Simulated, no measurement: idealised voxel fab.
Proc. module: voxel fin reveal
Shown is cross-section cut, with a width of 150 nm and square cells of size 5 nm.
Heads up, the way a cross-section reads in here is a grid of square cells, handed over as bands from the top down, with every band being one or more rows of cells. First you get the band's top height and its bottom height, in nm, and then the materials it's made of, left to right, with each width in nm. If you see a single material with "edge to edge", that one covers the band edge to edge. "blank" is empty space. For the purposes of this specification, 0 denotes the height below which the wafer in its as-received condition is composed wholly of one material, and the lowermost band, lacking a lower limit, extends downward without end, as expressed in "top 0, no bottom". Width spec "30 to 40" -> top row of cells at first value, bottom row at second value, equal per-row change in between. Where a step carries "identical to before", the cross-section came out of it unchanged, cell for cell. Empty spaces without an open route to the top, at least 8 cells in extent, make up the entry "Closed internal voids"; each is given as width x height at distance, where the distance is measured from the left edge, and all are in nm. Heads up: the bit after the settings on a step's line is the simulator's remark on that step. A step line may carry the setting "overlay nm", which, for steps involving a mask, states the distance by which the mask lay to the right of its intended position; negative values denote displacement to the left.

### Intended process steps
1,op RECEIVE | material Si
2,op CONFORMAL_DEP | material SiN | thk nm 10
3,op PATTERN | tone cover | mask id FINS | material resist | width nm 15 | pitch nm 40 | thk nm 15 | overlay nm 0
4,op DIRECTIONAL_ETCH | etch materials SiN | depth nm 10
5,op DIRECTIONAL_ETCH | etch materials Si | depth nm 30
6,op STRIP | etch materials resist
7,op FILL_DEP | material SiO2 | thk nm 5
8,op CMP | height nm 10
9,op SELECTIVE_ETCH | etch materials SiO2 | depth nm 25
10,op STRIP | etch materials SiN
11,op CONFORMAL_DEP | material HfO2 | thk nm 5

### Wafer at receipt (post step 1), cross-section
	top 0, no bottom  Si edge to edge
	Closed internal voids: none

### Here's the wafer cut in cross-section after the module, started and planned just like above, except one thing was done wrong in the run
	top 5, bottom 0  blank=25, HfO2=25, blank=15, HfO2=25, blank=15, HfO2=25, blank=20
	top 0, bottom -10  blank=25, HfO2=5, Si=15, HfO2=5, blank=15, HfO2=5, Si=15, HfO2=5, blank=15, HfO2=5, Si=15, HfO2=5, blank=20
	top -10, bottom -15  HfO2=30, Si=15, HfO2=25, Si=15, HfO2=25, Si=15, HfO2=25
	top -15, bottom -30  SiO2=30, Si=15, SiO2=25, Si=15, SiO2=25, Si=15, SiO2=25
	top -30, no bottom  Si edge to edge
	Closed internal voids: none
Heads up, the wafer didn't run the way we planned it: step 3 changed vs plan, executed as op PATTERN | tone cover | mask id FINS | material resist | width nm 15 | pitch nm 40 | thk nm 15 | overlay nm 5
